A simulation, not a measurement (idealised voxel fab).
You're looking at the process module voxel gate over fins.
Section cut is 265 nm wide and gridded with 5 nm square cells.
Heads up, the way a cross-section reads in here is a grid of square cells, handed over as bands from the top down, with every band being one or more rows of cells.
Top height, bottom height, nm. Materials left to right, width each, nm. Single material + "throughout" = fills band edge to edge. "blank" = empty.
It should be noted that heights are counted from 0, beneath which the wafer as supplied is of one material throughout, and that the lowest band possesses no lower boundary but continues downward, as written in "z 0 and below".
Graded width ("30 to 40"): value in top row of band = first number; value in bottom row = second number; row-to-row change constant.
What does "changes: none" mean for a step? It means no cell of the cross-section changed in that step.
Entry "Sealed void listing". Content: empty spaces with no open connection to the top, size 8 cells or greater. Each: width x height at distance. Distance: from left edge. Unit: nm.
Where a step's line continues beyond its settings, the continuation is a remark by the simulator itself on that step.
When a step includes a mask, the "overlay nm" setting on its line states how far to the right of its planned place that mask lay, and negative values state how far to the left.

Below is the list of planned process steps:
1,RECEIVE with material Si
2,CONFORMAL_DEP with material SiN, thk nm 5
3,DIRECTIONAL_DEP with material aC, thk nm 15
4,PATTERN with tone cover, mask id FINS, material resist, width nm 15, pitch nm 40, thk nm 35, overlay nm 0
5,DIRECTIONAL_ETCH with etch materials aC, depth nm 5
6,STRIP with etch materials resist
7,DIRECTIONAL_ETCH with etch materials SiN, depth nm 5
8,DIRECTIONAL_ETCH with etch materials Si, depth nm 40
9,STRIP with etch materials aC
10,FILL_DEP with material SiO2, thk nm 10
11,CMP with height nm 5
12,SELECTIVE_ETCH with etch materials SiO2, depth nm 15
13,STRIP with etch materials SiN
14,CONFORMAL_DEP with material HfO2, thk nm 5
15,CONFORMAL_DEP with material TiN, thk nm 5
16,FILL_DEP with material W, thk nm 15
17,CMP with height nm 20
18,CONFORMAL_DEP with material SiCN, thk nm 5
Heads up: all these wafers start the same, and what changes between them is the depth nm in step 5. The value you see in the plan is just what the first wafer got.

As-received cross-section, first of several wafers, post step 1:
* z 0 and below  Si throughout
* Sealed void listing: none

The rows of the table below are wafers. Looking at the end of the module, a row counts, for every material, the cells the wafer has gained, shown as (+), or lost, shown as (-), since it was received; its closed voids come next:
depth nm 5 | +53 HfO2 | +53 SiCN | +53 TiN | +106 W | Sealed void listing: none
depth nm 10 | +53 HfO2 | +53 SiCN | +53 TiN | +106 W | Sealed void listing: none
depth nm 15 | +61 HfO2 | -376 Si | +53 SiCN | +282 SiO2 | +61 TiN | +184 W | Sealed void listing: none
depth nm 20 | +61 HfO2 | -376 Si | +53 SiCN | +282 SiO2 | +61 TiN | +184 W | Sealed void listing: none
depth nm 25 | +61 HfO2 | -376 Si | +53 SiCN | +282 SiO2 | +61 TiN | +184 W | Sealed void listing: none
depth nm 30 | +61 HfO2 | -376 Si | +53 SiCN | +282 SiO2 | +61 TiN | +184 W | Sealed void listing: none
